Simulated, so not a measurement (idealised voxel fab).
Presented below is a process module, voxel double patterning.
Displayed cross-section: cut, width of 210 nm, square cells sized 5 nm.
Cross-section format: a grid of square cells, given as bands from top to bottom; each band is one or more rows of cells. For a band, the entry starts with two heights in nm, that of the top and then that of the bottom, and carries on with the band's materials in order from left to right, each alongside its width in nm; the word "throughout" beside a single material means it fills the band edge to edge, and "air" means empty space. Height 0 is the level under which the wafer as received is all one material. The lowest band goes on downwards, as in "0 nm and below". A width such as "30..40" changes by the same amount from each row of cells to the next, from the band's top row to its bottom row. The cross-section has no changed cell in any step marked "nothing was modified". So "Enclosed void catalog" is basically the list of trapped voids: any empty space of 8 cells or more that can't reach the top through an opening. They're written width x height at distance, the distance being from the left edge, and it's all nm. Heads up: the bit after the settings on a step's line is the simulator's remark on that step. "overlay nm" answers the question of how far to the right of plan the mask lay on a step that has a mask, and when it is negative the answer is to the left.

-- Intended process steps
1: RECEIVE,material Si
2: CONFORMAL_DEP,material SiN,thk nm 10
3: DIRECTIONAL_DEP,material SiO2,thk nm 10
4: DIRECTIONAL_DEP,material SiCN,thk nm 10
5: MASKED_ETCH,tone open,mask id FIRST,width nm 15,pitch nm 50,etch materials SiCN,depth nm 10,overlay nm 0
6: MASKED_ETCH,tone open,mask id SECOND,width nm 15,pitch nm 50,etch materials SiCN,depth nm 10,overlay nm 0
7: DIRECTIONAL_ETCH,etch materials SiO2,depth nm 10
8: STRIP,etch materials SiCN

-- Incoming wafer in cross-section (state: after step 1)
> 0 nm and below | Si throughout
> Enclosed void catalog: none

-- This is how the wafer looks in cross-section once the module is done, given the starting state and plan above and one mistake in carrying the plan out
> 20 nm to 10 nm | 45 of SiO2, then 15 of air, then 10 of SiO2, then 15 of air, then 10 of SiO2, then 15 of air, then 10 of SiO2, then 15 of air, then 10 of SiO2, then 15 of air, then 50 of SiO2
> 10 nm to 0 nm | SiO2 throughout
> 0 nm and below | Si throughout
> Enclosed void catalog: none
Misprocessing identified: heads up, step 2 didn't go per plan, it actually ran as CONFORMAL_DEP,material SiO2,thk nm 10
